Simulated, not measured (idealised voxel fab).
Presented below is a process module, voxel capacitor over wiring.
FYI the section here is cut, 260 nm wide, cells are 5 nm squares.
How to read a cross-section here: the picture is a grid of square cells, written as bands going from the top down, and any band can span one or more rows of cells. What a band's entry tells you: where the top is and where the bottom is, as heights in nm, and after that what lies inside, material by material from left to right, each with its width in nm. Empty space is written as the word "air", and a single material marked with the word "edge to edge" occupies the band from edge to edge. Zero point of the height axis is 0; under it, received wafer = one material. Lowest band: continues down indefinitely, "0 nm and below". Per-row width for "30->40": begins at first number (top row of band), ends at second number (bottom row), increment between rows held constant. "remained the same" after a step means that no cell of the cross-section changed. So "Entrapped void list" is basically the list of trapped voids: any empty space of 8 cells or more that can't reach the top through an opening. They're written width x height at distance, the distance being from the left edge, and it's all nm. On a step's line, text after the settings is the simulator commenting on that step. overlay nm: on a step with a mask, how far right of its planned place the mask lay; negative means left.

-- Intended process steps
| 1 | RECEIVE | material Si |
| 2 | CONFORMAL_DEP | material SiO2 | thk nm 15 |
| 3 | DIRECTIONAL_DEP | material TiN | thk nm 5 |
| 4 | DIRECTIONAL_DEP | material W | thk nm 25 |
| 5 | DIRECTIONAL_DEP | material aC | thk nm 10 |
| 6 | PATTERN | tone cover | mask id METAL_1 | material resist | width nm 20 | pitch nm 85 | thk nm 25 | overlay nm 0 |
| 7 | DIRECTIONAL_ETCH | etch materials aC | depth nm 10 |
| 8 | STRIP | etch materials resist |
| 9 | DIRECTIONAL_ETCH | etch materials W | depth nm 25 |
| 10 | DIRECTIONAL_ETCH | etch materials TiN | depth nm 5 |
| 11 | STRIP | etch materials aC |
| 12 | CONFORMAL_DEP | material SiN | thk nm 5 |
| 13 | FILL_DEP | material SiO2 | thk nm 5 |
| 14 | CMP | height nm 45 |
| 15 | CONFORMAL_DEP | material SiCN | thk nm 5 |
| 16 | DIRECTIONAL_DEP | material lowk | thk nm 10 |
| 17 | MASKED_ETCH | tone open | mask id PLUG_1 | width nm 15 | etch materials lowk | depth nm 10 | overlay nm 0 |
| 18 | MASKED_ETCH | tone open | mask id PLUG_1 | width nm 15 | etch materials SiCN | depth nm 5 | overlay nm 0 |
| 19 | CONFORMAL_DEP | material TiN | thk nm 5 |
| 20 | FILL_DEP | material Cu | thk nm 10 |
| 21 | CMP | height nm 60 |
| 22 | DIRECTIONAL_DEP | material TiN | thk nm 10 |
| 23 | DIRECTIONAL_DEP | material HfO2 | thk nm 5 |
| 24 | DIRECTIONAL_DEP | material TiN | thk nm 5 |
| 25 | DIRECTIONAL_DEP | material aC | thk nm 15 |
| 26 | PATTERN | tone cover | mask id UPPER_PLATE | material resist | width nm 70 | thk nm 35 | overlay nm 0 |
| 27 | DIRECTIONAL_ETCH | etch materials aC | depth nm 15 |
| 28 | STRIP | etch materials resist |
| 29 | DIRECTIONAL_ETCH | etch materials TiN | depth nm 5 |
| 30 | DIRECTIONAL_ETCH | etch materials HfO2 | depth nm 5 |
| 31 | STRIP | etch materials aC |
| 32 | MASKED_ETCH | tone cover | mask id LOWER_PLATE | width nm 80 | etch materials TiN | depth nm 10 | overlay nm 0 |
| 33 | FILL_DEP | material SiO2 | thk nm 20 |
| 34 | CMP | height nm 95 |
| 35 | PATTERN | tone open | mask id PLUG_2 | material resist | width nm 15 | thk nm 15 | overlay nm 0 |
| 36 | DIRECTIONAL_ETCH | etch materials SiO2 | depth nm 15 |
| 37 | STRIP | etch materials resist |
| 38 | CONFORMAL_DEP | material TiN | thk nm 5 |
| 39 | FILL_DEP | material Cu | thk nm 5 |
| 40 | CMP | height nm 95 |
| 41 | CONFORMAL_DEP | material SiN | thk nm 5 |
Among the wafers covered here, the point of difference is the width nm at step 35; their starting state is shared, and the plan presents the value of the first wafer.

-- Cross-section, first of several wafers, as delivered after step 1
	0 nm and below = Si edge to edge
	Entrapped void list: none

-- What follows is a table in which each wafer occupies a row; for the wafer as it stands at the close of the module, the row states, material by material, how many cells have been gained (+) or lost (-) since receipt, and then gives its closed voids
width nm 15; +4 Cu; +14 HfO2; +49 SiCN; +116 SiN; +651 SiO2; +68 TiN; +40 W; +98 lowk; Entrapped void list: none
width nm 20; +6 Cu; +14 HfO2; +49 SiCN; +116 SiN; +648 SiO2; +69 TiN; +40 W; +98 lowk; Entrapped void list: none
width nm 25; +8 Cu; +14 HfO2; +49 SiCN; +116 SiN; +645 SiO2; +70 TiN; +40 W; +98 lowk; Entrapped void list: none
width nm 30; +10 Cu; +14 HfO2; +49 SiCN; +116 SiN; +642 SiO2; +71 TiN; +40 W; +98 lowk; Entrapped void list: none
